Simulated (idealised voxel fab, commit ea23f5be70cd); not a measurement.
Process module in this document: voxel transistor to metal
In the cross-section labelled cut, the width is 205 nm and each square cell is 5 nm.
A cross-section in this document is a grid of square cells, and it is written down as bands, the top band listed before the ones below it; a band is made up of one or more rows of cells.
Heads up on the band format: heights come first, top then bottom, in nm. After that it's the materials left to right, each with its width in nm. A single material flagged "everywhere" fills the whole band edge to edge, and "empty" means there's empty space there.
Counting heights begins at 0, where everything beneath is, in the wafer as received, one material. The lowest band has no bottom; it goes on downwards, as "0 down" shows.
Quick explanation for "30..40": the width changes in equal steps down the rows of cells, from the first number in the band's top row to the second number in its bottom row.
Reading "no change" for a step: not a cell of the cross-section changed in it.
Closed empty spaces (no open way to the top) of 8 cells or more are what "Enclosed void catalog" lists, each as width x height at distance from the left edge, nm for all three.
The remark found on a step's line after its settings is issued by the simulator itself and pertains to that step.
On any step carrying a mask, the "overlay nm" setting, if present on the step's line, tells how far right of its planned place the mask lay; negative values point to the left.
# Process steps (planned)
1: RECEIVE | material Si
2: CONFORMAL_DEP | material SiO2 | thk nm 5
3: CONFORMAL_DEP | material SiN | thk nm 15
4: MASKED_ETCH | tone cover | mask id ACTIVE | width nm 95 | etch materials SiN | depth nm 15 | overlay nm 0
5: MASKED_ETCH | tone cover | mask id ACTIVE | width nm 95 | etch materials SiO2 | depth nm 5 | overlay nm 0
6: MASKED_ETCH | tone cover | mask id ACTIVE | width nm 95 | etch materials Si | depth nm 25 | overlay nm 0
7: FILL_DEP | material SiO2 | thk nm 15
8: CMP | height nm 20
9: SELECTIVE_ETCH | etch materials SiO2 | depth nm 10
10: STRIP | etch materials SiN
11: SELECTIVE_ETCH | etch materials SiO2 | depth nm 5
12: OXIDIZE | depth nm 5
13: DIRECTIONAL_DEP | material polySi | thk nm 25
14: DIRECTIONAL_DEP | material SiCN | thk nm 15
15: PATTERN | tone cover | mask id GATE | material resist | width nm 25 | thk nm 15 | overlay nm 0
16: DIRECTIONAL_ETCH | etch materials SiCN | depth nm 25
17: DIRECTIONAL_ETCH | etch materials polySi | depth nm 35
18: STRIP | etch materials resist
19: CONFORMAL_DEP | material SiN | thk nm 10
20: DIRECTIONAL_ETCH | etch materials SiN | depth nm 10
21: DIRECTIONAL_ETCH | etch materials SiO2 | depth nm 5
22: EPI | material SiGe | thk nm 5
23: FILL_DEP | material SiO2 | thk nm 10
24: CMP | height nm 40
25: DIRECTIONAL_DEP | material SiO2 | thk nm 10
26: PATTERN | tone open | mask id CONTACT | material resist | width nm 25 | pitch nm 60 | thk nm 15 | overlay nm 0
27: DIRECTIONAL_ETCH | etch materials SiO2 | depth nm 50
28: STRIP | etch materials resist
29: CONFORMAL_DEP | material TiN | thk nm 5
30: FILL_DEP | material Ru | thk nm 10
31: CMP | height nm 50
32: CONFORMAL_DEP | material SiN | thk nm 5
33: DIRECTIONAL_DEP | material SiO2 | thk nm 15
34: MASKED_ETCH | tone open | mask id METAL_1 | width nm 15 | pitch nm 70 | etch materials SiO2 | depth nm 15 | overlay nm 0
35: MASKED_ETCH | tone open | mask id METAL_1 | width nm 15 | pitch nm 70 | etch materials SiN | depth nm 5 | overlay nm 0
36: CONFORMAL_DEP | material TiN | thk nm 5
37: FILL_DEP | material W | thk nm 5
38: CMP | height nm 70
39: CONFORMAL_DEP | material SiCN | thk nm 5
# As-received state of the wafer in cross-section, equivalent to post-step 1
  0 down  Si everywhere
  Enclosed void catalog: none
# This is how the wafer looks in cross-section once the module is done, given the starting state and plan above and one mistake in carrying the plan out
  75 to 70  SiCN everywhere
  70 to 55  SiO2 (60), then TiN (5), then W (5), then TiN (5), then SiO2 (55), then TiN (5), then W (5), then TiN (5), then SiO2 (60)
  55 to 50  SiN (60), then TiN (15), then SiN (55), then TiN (15), then SiN (60)
  50 to 45  SiO2 (50), then TiN (5), then Ru (15), then TiN (5), then SiO2 (35), then TiN (5), then Ru (15), then TiN (5), then SiO2 (70)
  45 to 40  SiO2 (50), then TiN (5), then Ru (15), then TiN (5), then SiO2 (35), then TiN (25), then SiO2 (70)
  40 to 25  SiO2 (50), then TiN (5), then Ru (15), then TiN (5), then SiO2 (5), then SiN (10), then SiCN (25), then SiN (10), then TiN (10), then SiO2 (70)
  25 to 10  SiO2 (50), then TiN (5), then Ru (15), then TiN (5), then SiO2 (5), then SiN (10), then polySi (25), then SiN (10), then TiN (10), then SiO2 (70)
  10 to 5  SiO2 (50), then TiN (15), then Ru (5), then TiN (5), then SiO2 (5), then SiN (10), then polySi (25), then SiN (10), then TiN (10), then SiO2 (70)
  5 to 0  SiO2 (50), then SiN (10), then TiN (15), then SiO2 (5), then SiN (10), then polySi (25), then SiN (10), then TiN (10), then SiO2 (10), then SiN (10), then SiO2 (50)
  0 to -5  SiO2 (60), then SiGe (20), then SiO2 (45), then SiGe (20), then SiO2 (60)
  -5 to -25  SiO2 (55), then Si (95), then SiO2 (55)
  -25 down  Si everywhere
  Enclosed void catalog: none
What went wrong in running the wafer? planned and actual differ for step 26; actual: PATTERN | tone open | mask id CONTACT | material resist | width nm 25 | pitch nm 60 | thk nm 15 | overlay nm -10
